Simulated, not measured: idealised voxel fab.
process module | voxel wiring stack
cross-section cut | 210 nm wide | cells 5 nm
A cross-section is a grid of square cells, given in bands from the top down. A band is one or more rows of cells.
Each band's line starts with the height of the band's top and of its bottom, in nm. Then come its materials from left to right, each with its width in nm. One material with "throughout" fills the band from edge to edge. "air" is empty space.
Height 0 is the level under which the wafer as received is all one material. The lowest band goes on downwards, as in "0 down".
A width such as "30 to 40" changes by the same amount from each row of cells to the next, from the band's top row to its bottom row.
"no change" after a step means that no cell of the cross-section changed.
closed voids: empty space of 8 cells or more with no open way to the top, each as width x height at its distance from the left edge, in nm
after a step's settings: what the simulator itself notes on the step
overlay nm, on a step with a mask: how far to the right of its planned place the mask lay; to the left if negative
plan
1 op RECEIVE | material Si
2 op CONFORMAL_DEP | material SiO2 | thk nm 10
3 op DIRECTIONAL_DEP | material TiN | thk nm 5
4 op DIRECTIONAL_DEP | material W | thk nm 15
5 op PATTERN | tone cover | mask id METAL_1 | material resist | width nm 30 | pitch nm 60 | thk nm 15 | overlay nm 0
6 op DIRECTIONAL_ETCH | etch materials W | depth nm 15
7 op DIRECTIONAL_ETCH | etch materials TiN | depth nm 5
8 op STRIP | etch materials resist
9 op FILL_DEP | material SiO2 | thk nm 5
10 op CMP | height nm 30
11 op CONFORMAL_DEP | material SiCN | thk nm 5
12 op DIRECTIONAL_DEP | material SiO2 | thk nm 10
13 op DIRECTIONAL_DEP | material aC | thk nm 10
14 op PATTERN | tone open | mask id PLUG_1 | material resist | width nm 15 | pitch nm 60 | thk nm 25 | overlay nm 0
15 op DIRECTIONAL_ETCH | etch materials aC | depth nm 10
16 op STRIP | etch materials resist
17 op DIRECTIONAL_ETCH | etch materials SiO2 | depth nm 10
18 op DIRECTIONAL_ETCH | etch materials SiCN | depth nm 5
19 op STRIP | etch materials aC
20 op EPI | material Ru | thk nm 10
21 op EPI | material Ru | thk nm 5
22 op CONFORMAL_DEP | material SiN | thk nm 5
23 op DIRECTIONAL_DEP | material SiO2 | thk nm 15
24 op DIRECTIONAL_DEP | material aC | thk nm 15
25 op PATTERN | tone open | mask id METAL_2 | material resist | width nm 30 | pitch nm 60 | thk nm 30 | overlay nm 0
26 op DIRECTIONAL_ETCH | etch materials aC | depth nm 15
27 op STRIP | etch materials resist
28 op DIRECTIONAL_ETCH | etch materials SiO2 | depth nm 15
29 op DIRECTIONAL_ETCH | etch materials SiN | depth nm 5
30 op STRIP | etch materials aC
31 op CONFORMAL_DEP | material TiN | thk nm 5
32 op FILL_DEP | material W | thk nm 10
33 op CMP | height nm 65
34 op CONFORMAL_DEP | material SiCN | thk nm 5
35 op DIRECTIONAL_DEP | material lowk | thk nm 15
36 op DIRECTIONAL_DEP | material aC | thk nm 10
37 op PATTERN | tone open | mask id PLUG_2 | material resist | width nm 15 | pitch nm 60 | thk nm 25 | overlay nm 0
38 op DIRECTIONAL_ETCH | etch materials aC | depth nm 10
39 op STRIP | etch materials resist
40 op DIRECTIONAL_ETCH | etch materials lowk | depth nm 15
41 op DIRECTIONAL_ETCH | etch materials SiCN | depth nm 5
42 op STRIP | etch materials aC
43 op EPI | material Ru | thk nm 10
44 op EPI | material Ru | thk nm 10
45 op DIRECTIONAL_DEP | material TiN | thk nm 5
46 op DIRECTIONAL_DEP | material Ru | thk nm 15
47 op DIRECTIONAL_DEP | material aC | thk nm 10
48 op PATTERN | tone cover | mask id METAL_3 | material resist | width nm 30 | pitch nm 60 | thk nm 25 | overlay nm 0
49 op DIRECTIONAL_ETCH | etch materials aC | depth nm 10
50 op STRIP | etch materials resist
51 op DIRECTIONAL_ETCH | etch materials Ru | depth nm 15
52 op DIRECTIONAL_ETCH | etch materials TiN | depth nm 5
53 op STRIP | etch materials aC
54 op FILL_DEP | material lowk | thk nm 5
55 op CMP | height nm 105
56 op CONFORMAL_DEP | material SiCN | thk nm 5
57 op DIRECTIONAL_DEP | material SiO2 | thk nm 20
58 op MASKED_ETCH | tone open | mask id PLUG_3 | width nm 15 | pitch nm 120 | etch materials SiO2 | depth nm 20 | overlay nm 0
59 op MASKED_ETCH | tone open | mask id PLUG_3 | width nm 15 | pitch nm 120 | etch materials SiCN | depth nm 5 | overlay nm 0
60 op CONFORMAL_DEP | material TiN | thk nm 5
61 op FILL_DEP | material Cu | thk nm 5
62 op CMP | height nm 130
63 op DIRECTIONAL_DEP | material TiN | thk nm 5
64 op DIRECTIONAL_DEP | material W | thk nm 15
65 op PATTERN | tone cover | mask id METAL_4 | material resist | width nm 30 | pitch nm 60 | thk nm 15 | overlay nm 0
66 op DIRECTIONAL_ETCH | etch materials W | depth nm 15
67 op DIRECTIONAL_ETCH | etch materials TiN | depth nm 5
68 op STRIP | etch materials resist
69 op FILL_DEP | material lowk | thk nm 10
70 op CMP | height nm 150
71 op CONFORMAL_DEP | material SiCN | thk nm 5
first wafer, as planned
as received, after step 1
  0 down: Si throughout
  closed voids: none
after step 2
  10 to 0: SiO2 throughout
  below 0: unchanged
after step 3
  15 to 10: TiN throughout
  below 10: unchanged
after step 4
  30 to 15: W throughout
  below 15: unchanged
after step 5
  45 to 30: air 30 | resist 30 | air 30 | resist 30 | air 30 | resist 30 | air 30
  below 30: unchanged
after step 6
  45 to 30: air 30 | resist 30 | air 30 | resist 30 | air 30 | resist 30 | air 30
  30 to 15: air 30 | W 30 | air 30 | W 30 | air 30 | W 30 | air 30
  below 15: unchanged
after step 7
  45 to 30: air 30 | resist 30 | air 30 | resist 30 | air 30 | resist 30 | air 30
  30 to 15: air 30 | W 30 | air 30 | W 30 | air 30 | W 30 | air 30
  15 to 10: air 30 | TiN 30 | air 30 | TiN 30 | air 30 | TiN 30 | air 30
  below 10: unchanged
after step 8
  30 to 15: air 30 | W 30 | air 30 | W 30 | air 30 | W 30 | air 30
  below 15: unchanged
after step 9
  35 to 30: SiO2 throughout
  30 to 15: SiO2 30 | W 30 | SiO2 30 | W 30 | SiO2 30 | W 30 | SiO2 30
  15 to 10: SiO2 30 | TiN 30 | SiO2 30 | TiN 30 | SiO2 30 | TiN 30 | SiO2 30
  below 10: unchanged
after step 10
  30 to 15: SiO2 30 | W 30 | SiO2 30 | W 30 | SiO2 30 | W 30 | SiO2 30
  below 15: unchanged
after step 11
  35 to 30: SiCN throughout
  below 30: unchanged
after step 12
  45 to 35: SiO2 throughout
  below 35: unchanged
after step 13
  55 to 45: aC throughout
  below 45: unchanged
after step 14
  80 to 55: resist 30 | air 15 | resist 45 | air 15 | resist 45 | air 15 | resist 45
  below 55: unchanged
after step 15
  70 to 55: resist 30 | air 15 | resist 45 | air 15 | resist 45 | air 15 | resist 45
  55 to 45: aC 30 | air 15 | aC 45 | air 15 | aC 45 | air 15 | aC 45
  below 45: unchanged
after step 16
  55 to 45: aC 30 | air 15 | aC 45 | air 15 | aC 45 | air 15 | aC 45
  below 45: unchanged
after step 17
  55 to 45: aC 30 | air 15 | aC 45 | air 15 | aC 45 | air 15 | aC 45
  45 to 35: SiO2 30 | air 15 | SiO2 45 | air 15 | SiO2 45 | air 15 | SiO2 45
  below 35: unchanged
after step 18
  55 to 45: aC 30 | air 15 | aC 45 | air 15 | aC 45 | air 15 | aC 45
  45 to 35: SiO2 30 | air 15 | SiO2 45 | air 15 | SiO2 45 | air 15 | SiO2 45
  35 to 30: SiCN 30 | air 15 | SiCN 45 | air 15 | SiCN 45 | air 15 | SiCN 45
  below 30: unchanged
after step 19
  45 to 35: SiO2 30 | air 15 | SiO2 45 | air 15 | SiO2 45 | air 15 | SiO2 45
  below 35: unchanged
after step 20
  45 to 40: SiO2 30 | air 15 | SiO2 45 | air 15 | SiO2 45 | air 15 | SiO2 45
  40 to 35: SiO2 30 | Ru 15 | SiO2 45 | Ru 15 | SiO2 45 | Ru 15 | SiO2 45
  35 to 30: SiCN 30 | Ru 15 | SiCN 45 | Ru 15 | SiCN 45 | Ru 15 | SiCN 45
  below 30: unchanged
after step 21
  45 to 35: SiO2 30 | Ru 15 | SiO2 45 | Ru 15 | SiO2 45 | Ru 15 | SiO2 45
  below 35: unchanged
after step 22
  50 to 45: SiN throughout
  below 45: unchanged
after step 23
  65 to 50: SiO2 throughout
  below 50: unchanged
after step 24
  80 to 65: aC throughout
  below 65: unchanged
after step 25
  110 to 80: resist 30 | air 30 | resist 30 | air 30 | resist 30 | air 30 | resist 30
  below 80: unchanged
after step 26
  95 to 80: resist 30 | air 30 | resist 30 | air 30 | resist 30 | air 30 | resist 30
  80 to 65: aC 30 | air 30 | aC 30 | air 30 | aC 30 | air 30 | aC 30
  below 65: unchanged
after step 27
  80 to 65: aC 30 | air 30 | aC 30 | air 30 | aC 30 | air 30 | aC 30
  below 65: unchanged
after step 28
  80 to 65: aC 30 | air 30 | aC 30 | air 30 | aC 30 | air 30 | aC 30
  65 to 50: SiO2 30 | air 30 | SiO2 30 | air 30 | SiO2 30 | air 30 | SiO2 30
  below 50: unchanged
after step 29
  80 to 65: aC 30 | air 30 | aC 30 | air 30 | aC 30 | air 30 | aC 30
  65 to 50: SiO2 30 | air 30 | SiO2 30 | air 30 | SiO2 30 | air 30 | SiO2 30
  50 to 45: SiN 30 | air 30 | SiN 30 | air 30 | SiN 30 | air 30 | SiN 30
  below 45: unchanged
after step 30
  65 to 50: SiO2 30 | air 30 | SiO2 30 | air 30 | SiO2 30 | air 30 | SiO2 30
  below 50: unchanged
after step 31
  70 to 65: TiN 35 | air 20 | TiN 40 | air 20 | TiN 40 | air 20 | TiN 35
  65 to 50: SiO2 30 | TiN 5 | air 20 | TiN 5 | SiO2 30 | TiN 5 | air 20 | TiN 5 | SiO2 30 | TiN 5 | air 20 | TiN 5 | SiO2 30
  50 to 45: SiN 30 | TiN 30 | SiN 30 | TiN 30 | SiN 30 | TiN 30 | SiN 30
  below 45: unchanged
after step 32
  80 to 70: W throughout
  70 to 65: TiN 35 | W 20 | TiN 40 | W 20 | TiN 40 | W 20 | TiN 35
  65 to 50: SiO2 30 | TiN 5 | W 20 | TiN 5 | SiO2 30 | TiN 5 | W 20 | TiN 5 | SiO2 30 | TiN 5 | W 20 | TiN 5 | SiO2 30
  below 50: unchanged
after step 33
  65 to 50: SiO2 30 | TiN 5 | W 20 | TiN 5 | SiO2 30 | TiN 5 | W 20 | TiN 5 | SiO2 30 | TiN 5 | W 20 | TiN 5 | SiO2 30
  below 50: unchanged
after step 34
  70 to 65: SiCN throughout
  below 65: unchanged
after step 35
  85 to 70: lowk throughout
  below 70: unchanged
after step 36
  95 to 85: aC throughout
  below 85: unchanged
after step 37
  120 to 95: resist 30 | air 15 | resist 45 | air 15 | resist 45 | air 15 | resist 45
  below 95: unchanged
after step 38
  110 to 95: resist 30 | air 15 | resist 45 | air 15 | resist 45 | air 15 | resist 45
  95 to 85: aC 30 | air 15 | aC 45 | air 15 | aC 45 | air 15 | aC 45
  below 85: unchanged
after step 39
  95 to 85: aC 30 | air 15 | aC 45 | air 15 | aC 45 | air 15 | aC 45
  below 85: unchanged
after step 40
  95 to 85: aC 30 | air 15 | aC 45 | air 15 | aC 45 | air 15 | aC 45
  85 to 70: lowk 30 | air 15 | lowk 45 | air 15 | lowk 45 | air 15 | lowk 45
  below 70: unchanged
after step 41
  95 to 85: aC 30 | air 15 | aC 45 | air 15 | aC 45 | air 15 | aC 45
  85 to 70: lowk 30 | air 15 | lowk 45 | air 15 | lowk 45 | air 15 | lowk 45
  70 to 65: SiCN 30 | air 15 | SiCN 45 | air 15 | SiCN 45 | air 15 | SiCN 45
  below 65: unchanged
after step 42
  85 to 70: lowk 30 | air 15 | lowk 45 | air 15 | lowk 45 | air 15 | lowk 45
  below 70: unchanged
after step 43
  85 to 75: lowk 30 | air 15 | lowk 45 | air 15 | lowk 45 | air 15 | lowk 45
  75 to 70: lowk 30 | Ru 15 | lowk 45 | Ru 15 | lowk 45 | Ru 15 | lowk 45
  70 to 65: SiCN 30 | Ru 15 | SiCN 45 | Ru 15 | SiCN 45 | Ru 15 | SiCN 45
  below 65: unchanged
after step 44
  85 to 70: lowk 30 | Ru 15 | lowk 45 | Ru 15 | lowk 45 | Ru 15 | lowk 45
  below 70: unchanged
after step 45
  90 to 85: TiN throughout
  below 85: unchanged
after step 46
  105 to 90: Ru throughout
  below 90: unchanged
after step 47
  115 to 105: aC throughout
  below 105: unchanged
after step 48
  140 to 115: air 30 | resist 30 | air 30 | resist 30 | air 30 | resist 30 | air 30
  below 115: unchanged
after step 49
  130 to 115: air 30 | resist 30 | air 30 | resist 30 | air 30 | resist 30 | air 30
  115 to 105: air 30 | aC 30 | air 30 | aC 30 | air 30 | aC 30 | air 30
  below 105: unchanged
after step 50
  115 to 105: air 30 | aC 30 | air 30 | aC 30 | air 30 | aC 30 | air 30
  below 105: unchanged
after step 51
  115 to 105: air 30 | aC 30 | air 30 | aC 30 | air 30 | aC 30 | air 30
  105 to 90: air 30 | Ru 30 | air 30 | Ru 30 | air 30 | Ru 30 | air 30
  below 90: unchanged
after step 52
  115 to 105: air 30 | aC 30 | air 30 | aC 30 | air 30 | aC 30 | air 30
  105 to 90: air 30 | Ru 30 | air 30 | Ru 30 | air 30 | Ru 30 | air 30
  90 to 85: air 30 | TiN 30 | air 30 | TiN 30 | air 30 | TiN 30 | air 30
  below 85: unchanged
after step 53
  105 to 90: air 30 | Ru 30 | air 30 | Ru 30 | air 30 | Ru 30 | air 30
  below 90: unchanged
after step 54
  110 to 105: lowk throughout
  105 to 90: lowk 30 | Ru 30 | lowk 30 | Ru 30 | lowk 30 | Ru 30 | lowk 30
  90 to 85: lowk 30 | TiN 30 | lowk 30 | TiN 30 | lowk 30 | TiN 30 | lowk 30
  below 85: unchanged
after step 55
  105 to 90: lowk 30 | Ru 30 | lowk 30 | Ru 30 | lowk 30 | Ru 30 | lowk 30
  below 90: unchanged
after step 56
  110 to 105: SiCN throughout
  below 105: unchanged
after step 57
  130 to 110: SiO2 throughout
  below 110: unchanged
after step 58
  130 to 110: SiO2 30 | air 15 | SiO2 105 | air 15 | SiO2 45
  below 110: unchanged
after step 59
  130 to 110: SiO2 30 | air 15 | SiO2 105 | air 15 | SiO2 45
  110 to 105: SiCN 30 | air 15 | SiCN 105 | air 15 | SiCN 45
  below 105: unchanged
after step 60
  135 to 130: TiN 35 | air 5 | TiN 115 | air 5 | TiN 50
  130 to 110: SiO2 30 | TiN 5 | air 5 | TiN 5 | SiO2 105 | TiN 5 | air 5 | TiN 5 | SiO2 45
  110 to 105: SiCN 30 | TiN 15 | SiCN 105 | TiN 15 | SiCN 45
  below 105: unchanged
after step 61
  140 to 135: Cu throughout
  135 to 130: TiN 35 | Cu 5 | TiN 115 | Cu 5 | TiN 50
  130 to 110: SiO2 30 | TiN 5 | Cu 5 | TiN 5 | SiO2 105 | TiN 5 | Cu 5 | TiN 5 | SiO2 45
  below 110: unchanged
after step 62
  130 to 110: SiO2 30 | TiN 5 | Cu 5 | TiN 5 | SiO2 105 | TiN 5 | Cu 5 | TiN 5 | SiO2 45
  below 110: unchanged
after step 63
  135 to 130: TiN throughout
  below 130: unchanged
after step 64
  150 to 135: W throughout
  below 135: unchanged
after step 65
  165 to 150: air 30 | resist 30 | air 30 | resist 30 | air 30 | resist 30 | air 30
  below 150: unchanged
after step 66
  165 to 150: air 30 | resist 30 | air 30 | resist 30 | air 30 | resist 30 | air 30
  150 to 135: air 30 | W 30 | air 30 | W 30 | air 30 | W 30 | air 30
  below 135: unchanged
after step 67
  165 to 150: air 30 | resist 30 | air 30 | resist 30 | air 30 | resist 30 | air 30
  150 to 135: air 30 | W 30 | air 30 | W 30 | air 30 | W 30 | air 30
  135 to 130: air 30 | TiN 30 | air 30 | TiN 30 | air 30 | TiN 30 | air 30
  below 130: unchanged
after step 68
  150 to 135: air 30 | W 30 | air 30 | W 30 | air 30 | W 30 | air 30
  below 135: unchanged
after step 69
  160 to 150: lowk throughout
  150 to 135: lowk 30 | W 30 | lowk 30 | W 30 | lowk 30 | W 30 | lowk 30
  135 to 130: lowk 30 | TiN 30 | lowk 30 | TiN 30 | lowk 30 | TiN 30 | lowk 30
  below 130: unchanged
after step 70
  150 to 135: lowk 30 | W 30 | lowk 30 | W 30 | lowk 30 | W 30 | lowk 30
  below 135: unchanged
after step 71
  155 to 150: SiCN throughout
  below 150: unchanged
second wafer: like start, like plan, one mistake. Through step 4 it matches the first wafer
when step 5 should have ended
  45 to 30: resist 30 | air 30 | resist 30 | air 30 | resist 30 | air 30 | resist 30
  below 30: unchanged
when step 6 should have ended
  45 to 30: resist 30 | air 30 | resist 30 | air 30 | resist 30 | air 30 | resist 30
  30 to 15: W 30 | air 30 | W 30 | air 30 | W 30 | air 30 | W 30
  below 15: unchanged
when step 7 should have ended
  45 to 30: resist 30 | air 30 | resist 30 | air 30 | resist 30 | air 30 | resist 30
  30 to 15: W 30 | air 30 | W 30 | air 30 | W 30 | air 30 | W 30
  15 to 10: TiN 30 | air 30 | TiN 30 | air 30 | TiN 30 | air 30 | TiN 30
  below 10: unchanged
when step 8 should have ended
  30 to 15: W 30 | air 30 | W 30 | air 30 | W 30 | air 30 | W 30
  below 15: unchanged
when step 9 should have ended
  35 to 30: SiO2 throughout
  30 to 15: W 30 | SiO2 30 | W 30 | SiO2 30 | W 30 | SiO2 30 | W 30
  15 to 10: TiN 30 | SiO2 30 | TiN 30 | SiO2 30 | TiN 30 | SiO2 30 | TiN 30
  below 10: unchanged
when step 10 should have ended
  30 to 15: W 30 | SiO2 30 | W 30 | SiO2 30 | W 30 | SiO2 30 | W 30
  below 15: unchanged
when step 11 should have ended
  35 to 30: SiCN throughout
  below 30: unchanged
when step 12 should have ended
  45 to 35: SiO2 throughout
  below 35: unchanged
when step 13 should have ended
  55 to 45: aC throughout
  below 45: unchanged
when step 14 should have ended
  80 to 55: resist 30 | air 15 | resist 45 | air 15 | resist 45 | air 15 | resist 45
  below 55: unchanged
when step 15 should have ended
  70 to 55: resist 30 | air 15 | resist 45 | air 15 | resist 45 | air 15 | resist 45
  55 to 45: aC 30 | air 15 | aC 45 | air 15 | aC 45 | air 15 | aC 45
  below 45: unchanged
when step 16 should have ended
  55 to 45: aC 30 | air 15 | aC 45 | air 15 | aC 45 | air 15 | aC 45
  below 45: unchanged
when step 17 should have ended
  55 to 45: aC 30 | air 15 | aC 45 | air 15 | aC 45 | air 15 | aC 45
  45 to 35: SiO2 30 | air 15 | SiO2 45 | air 15 | SiO2 45 | air 15 | SiO2 45
  below 35: unchanged
when step 18 should have ended
  55 to 45: aC 30 | air 15 | aC 45 | air 15 | aC 45 | air 15 | aC 45
  45 to 35: SiO2 30 | air 15 | SiO2 45 | air 15 | SiO2 45 | air 15 | SiO2 45
  35 to 30: SiCN 30 | air 15 | SiCN 45 | air 15 | SiCN 45 | air 15 | SiCN 45
  below 30: unchanged
when step 19 should have ended
  45 to 35: SiO2 30 | air 15 | SiO2 45 | air 15 | SiO2 45 | air 15 | SiO2 45
  below 35: unchanged
when step 20 should have ended: no change
when step 21 should have ended: no change
when step 22 should have ended
  50 to 45: SiN 35 | air 5 | SiN 55 | air 5 | SiN 55 | air 5 | SiN 50
  45 to 35: SiO2 30 | SiN 5 | air 5 | SiN 5 | SiO2 45 | SiN 5 | air 5 | SiN 5 | SiO2 45 | SiN 5 | air 5 | SiN 5 | SiO2 45
  35 to 30: SiCN 30 | SiN 15 | SiCN 45 | SiN 15 | SiCN 45 | SiN 15 | SiCN 45
  below 30: unchanged
when step 23 should have ended
  65 to 50: SiO2 35 | air 5 | SiO2 55 | air 5 | SiO2 55 | air 5 | SiO2 50
  50 to 45: SiN 35 | SiO2 5 | SiN 55 | SiO2 5 | SiN 55 | SiO2 5 | SiN 50
  45 to 35: SiO2 30 | SiN 5 | SiO2 5 | SiN 5 | SiO2 45 | SiN 5 | SiO2 5 | SiN 5 | SiO2 45 | SiN 5 | SiO2 5 | SiN 5 | SiO2 45
  below 35: unchanged
when step 24 should have ended
  80 to 65: aC 35 | air 5 | aC 55 | air 5 | aC 55 | air 5 | aC 50
  65 to 50: SiO2 35 | aC 5 | SiO2 55 | aC 5 | SiO2 55 | aC 5 | SiO2 50
  below 50: unchanged
when step 25 should have ended
  110 to 80: resist 30 | air 30 | resist 30 | air 30 | resist 30 | air 30 | resist 30
  below 80: unchanged
when step 26 should have ended
  95 to 80: resist 30 | air 30 | resist 30 | air 30 | resist 30 | air 30 | resist 30
  80 to 65: aC 30 | air 30 | aC 30 | air 30 | aC 30 | air 30 | aC 30
  65 to 50: SiO2 35 | air 5 | SiO2 55 | air 5 | SiO2 55 | air 5 | SiO2 50
  below 50: unchanged
when step 27 should have ended
  80 to 65: aC 30 | air 30 | aC 30 | air 30 | aC 30 | air 30 | aC 30
  below 65: unchanged
when step 28 should have ended
  80 to 65: aC 30 | air 30 | aC 30 | air 30 | aC 30 | air 30 | aC 30
  65 to 50: SiO2 30 | air 30 | SiO2 30 | air 30 | SiO2 30 | air 30 | SiO2 30
  50 to 45: SiN 35 | air 5 | SiN 55 | air 5 | SiN 55 | air 5 | SiN 50
  45 to 35: SiO2 30 | SiN 5 | air 5 | SiN 5 | SiO2 45 | SiN 5 | air 5 | SiN 5 | SiO2 45 | SiN 5 | air 5 | SiN 5 | SiO2 45
  below 35: unchanged
when step 29 should have ended
  80 to 65: aC 30 | air 30 | aC 30 | air 30 | aC 30 | air 30 | aC 30
  65 to 50: SiO2 30 | air 30 | SiO2 30 | air 30 | SiO2 30 | air 30 | SiO2 30
  50 to 45: SiN 30 | air 30 | SiN 30 | air 30 | SiN 30 | air 30 | SiN 30
  45 to 35: SiO2 30 | SiN 5 | air 5 | SiN 5 | SiO2 45 | SiN 5 | air 5 | SiN 5 | SiO2 45 | SiN 5 | air 5 | SiN 5 | SiO2 45
  35 to 30: SiCN 30 | SiN 5 | air 5 | SiN 5 | SiCN 45 | SiN 5 | air 5 | SiN 5 | SiCN 45 | SiN 5 | air 5 | SiN 5 | SiCN 45
  below 30: unchanged
when step 30 should have ended
  65 to 50: SiO2 30 | air 30 | SiO2 30 | air 30 | SiO2 30 | air 30 | SiO2 30
  below 50: unchanged
when step 31 should have ended
  70 to 65: TiN 35 | air 20 | TiN 40 | air 20 | TiN 40 | air 20 | TiN 35
  65 to 50: SiO2 30 | TiN 5 | air 20 | TiN 5 | SiO2 30 | TiN 5 | air 20 | TiN 5 | SiO2 30 | TiN 5 | air 20 | TiN 5 | SiO2 30
  50 to 45: SiN 30 | TiN 30 | SiN 30 | TiN 30 | SiN 30 | TiN 30 | SiN 30
  45 to 35: SiO2 30 | SiN 5 | TiN 5 | SiN 5 | SiO2 45 | SiN 5 | TiN 5 | SiN 5 | SiO2 45 | SiN 5 | TiN 5 | SiN 5 | SiO2 45
  35 to 30: SiCN 30 | SiN 5 | TiN 5 | SiN 5 | SiCN 45 | SiN 5 | TiN 5 | SiN 5 | SiCN 45 | SiN 5 | TiN 5 | SiN 5 | SiCN 45
  below 30: unchanged
when step 32 should have ended
  80 to 70: W throughout
  70 to 65: TiN 35 | W 20 | TiN 40 | W 20 | TiN 40 | W 20 | TiN 35
  65 to 50: SiO2 30 | TiN 5 | W 20 | TiN 5 | SiO2 30 | TiN 5 | W 20 | TiN 5 | SiO2 30 | TiN 5 | W 20 | TiN 5 | SiO2 30
  below 50: unchanged
when step 33 should have ended
  65 to 50: SiO2 30 | TiN 5 | W 20 | TiN 5 | SiO2 30 | TiN 5 | W 20 | TiN 5 | SiO2 30 | TiN 5 | W 20 | TiN 5 | SiO2 30
  below 50: unchanged
when step 34 should have ended
  70 to 65: SiCN throughout
  below 65: unchanged
when step 35 should have ended
  85 to 70: lowk throughout
  below 70: unchanged
when step 36 should have ended
  95 to 85: aC throughout
  below 85: unchanged
when step 37 should have ended
  120 to 95: resist 30 | air 15 | resist 45 | air 15 | resist 45 | air 15 | resist 45
  below 95: unchanged
when step 38 should have ended
  110 to 95: resist 30 | air 15 | resist 45 | air 15 | resist 45 | air 15 | resist 45
  95 to 85: aC 30 | air 15 | aC 45 | air 15 | aC 45 | air 15 | aC 45
  below 85: unchanged
when step 39 should have ended
  95 to 85: aC 30 | air 15 | aC 45 | air 15 | aC 45 | air 15 | aC 45
  below 85: unchanged
when step 40 should have ended
  95 to 85: aC 30 | air 15 | aC 45 | air 15 | aC 45 | air 15 | aC 45
  85 to 70: lowk 30 | air 15 | lowk 45 | air 15 | lowk 45 | air 15 | lowk 45
  below 70: unchanged
when step 41 should have ended
  95 to 85: aC 30 | air 15 | aC 45 | air 15 | aC 45 | air 15 | aC 45
  85 to 70: lowk 30 | air 15 | lowk 45 | air 15 | lowk 45 | air 15 | lowk 45
  70 to 65: SiCN 30 | air 15 | SiCN 45 | air 15 | SiCN 45 | air 15 | SiCN 45
  below 65: unchanged
when step 42 should have ended
  85 to 70: lowk 30 | air 15 | lowk 45 | air 15 | lowk 45 | air 15 | lowk 45
  below 70: unchanged
when step 43 should have ended
  85 to 75: lowk 30 | air 15 | lowk 45 | air 15 | lowk 45 | air 15 | lowk 45
  75 to 70: lowk 30 | Ru 15 | lowk 45 | Ru 15 | lowk 45 | Ru 15 | lowk 45
  70 to 65: SiCN 30 | Ru 15 | SiCN 45 | Ru 15 | SiCN 45 | Ru 15 | SiCN 45
  below 65: unchanged
when step 44 should have ended
  85 to 70: lowk 30 | Ru 15 | lowk 45 | Ru 15 | lowk 45 | Ru 15 | lowk 45
  below 70: unchanged
when step 45 should have ended
  90 to 85: TiN throughout
  below 85: unchanged
when step 46 should have ended
  105 to 90: Ru throughout
  below 90: unchanged
when step 47 should have ended
  115 to 105: aC throughout
  below 105: unchanged
when step 48 should have ended
  140 to 115: air 30 | resist 30 | air 30 | resist 30 | air 30 | resist 30 | air 30
  below 115: unchanged
when step 49 should have ended
  130 to 115: air 30 | resist 30 | air 30 | resist 30 | air 30 | resist 30 | air 30
  115 to 105: air 30 | aC 30 | air 30 | aC 30 | air 30 | aC 30 | air 30
  below 105: unchanged
when step 50 should have ended
  115 to 105: air 30 | aC 30 | air 30 | aC 30 | air 30 | aC 30 | air 30
  below 105: unchanged
when step 51 should have ended
  115 to 105: air 30 | aC 30 | air 30 | aC 30 | air 30 | aC 30 | air 30
  105 to 90: air 30 | Ru 30 | air 30 | Ru 30 | air 30 | Ru 30 | air 30
  below 90: unchanged
when step 52 should have ended
  115 to 105: air 30 | aC 30 | air 30 | aC 30 | air 30 | aC 30 | air 30
  105 to 90: air 30 | Ru 30 | air 30 | Ru 30 | air 30 | Ru 30 | air 30
  90 to 85: air 30 | TiN 30 | air 30 | TiN 30 | air 30 | TiN 30 | air 30
  below 85: unchanged
when step 53 should have ended
  105 to 90: air 30 | Ru 30 | air 30 | Ru 30 | air 30 | Ru 30 | air 30
  below 90: unchanged
when step 54 should have ended
  110 to 105: lowk throughout
  105 to 90: lowk 30 | Ru 30 | lowk 30 | Ru 30 | lowk 30 | Ru 30 | lowk 30
  90 to 85: lowk 30 | TiN 30 | lowk 30 | TiN 30 | lowk 30 | TiN 30 | lowk 30
  below 85: unchanged
when step 55 should have ended
  105 to 90: lowk 30 | Ru 30 | lowk 30 | Ru 30 | lowk 30 | Ru 30 | lowk 30
  below 90: unchanged
when step 56 should have ended
  110 to 105: SiCN throughout
  below 105: unchanged
when step 57 should have ended
  130 to 110: SiO2 throughout
  below 110: unchanged
when step 58 should have ended
  130 to 110: SiO2 30 | air 15 | SiO2 105 | air 15 | SiO2 45
  below 110: unchanged
when step 59 should have ended
  130 to 110: SiO2 30 | air 15 | SiO2 105 | air 15 | SiO2 45
  110 to 105: SiCN 30 | air 15 | SiCN 105 | air 15 | SiCN 45
  below 105: unchanged
when step 60 should have ended
  135 to 130: TiN 35 | air 5 | TiN 115 | air 5 | TiN 50
  130 to 110: SiO2 30 | TiN 5 | air 5 | TiN 5 | SiO2 105 | TiN 5 | air 5 | TiN 5 | SiO2 45
  110 to 105: SiCN 30 | TiN 15 | SiCN 105 | TiN 15 | SiCN 45
  below 105: unchanged
when step 61 should have ended
  140 to 135: Cu throughout
  135 to 130: TiN 35 | Cu 5 | TiN 115 | Cu 5 | TiN 50
  130 to 110: SiO2 30 | TiN 5 | Cu 5 | TiN 5 | SiO2 105 | TiN 5 | Cu 5 | TiN 5 | SiO2 45
  below 110: unchanged
when step 62 should have ended
  130 to 110: SiO2 30 | TiN 5 | Cu 5 | TiN 5 | SiO2 105 | TiN 5 | Cu 5 | TiN 5 | SiO2 45
  below 110: unchanged
when step 63 should have ended
  135 to 130: TiN throughout
  below 130: unchanged
when step 64 should have ended
  150 to 135: W throughout
  below 135: unchanged
when step 65 should have ended
  165 to 150: air 30 | resist 30 | air 30 | resist 30 | air 30 | resist 30 | air 30
  below 150: unchanged
when step 66 should have ended
  165 to 150: air 30 | resist 30 | air 30 | resist 30 | air 30 | resist 30 | air 30
  150 to 135: air 30 | W 30 | air 30 | W 30 | air 30 | W 30 | air 30
  below 135: unchanged
when step 67 should have ended
  165 to 150: air 30 | resist 30 | air 30 | resist 30 | air 30 | resist 30 | air 30
  150 to 135: air 30 | W 30 | air 30 | W 30 | air 30 | W 30 | air 30
  135 to 130: air 30 | TiN 30 | air 30 | TiN 30 | air 30 | TiN 30 | air 30
  below 130: unchanged
when step 68 should have ended
  150 to 135: air 30 | W 30 | air 30 | W 30 | air 30 | W 30 | air 30
  below 135: unchanged
when step 69 should have ended
  160 to 150: lowk throughout
  150 to 135: lowk 30 | W 30 | lowk 30 | W 30 | lowk 30 | W 30 | lowk 30
  135 to 130: lowk 30 | TiN 30 | lowk 30 | TiN 30 | lowk 30 | TiN 30 | lowk 30
  below 130: unchanged
when step 70 should have ended
  150 to 135: lowk 30 | W 30 | lowk 30 | W 30 | lowk 30 | W 30 | lowk 30
  below 135: unchanged
when step 71 should have ended
  155 to 150: SiCN throughout
  below 150: unchanged
what went wrong: step 5 ran as: op PATTERN | tone open | mask id METAL_1 | material resist | width nm 30 | pitch nm 60 | thk nm 15 | overlay nm 0
at the end the second wafer has, in cells: 27 fewer of Ru | 18 more of SiN | 24 fewer of SiO2 | 15 more of TiN | 18 more of W
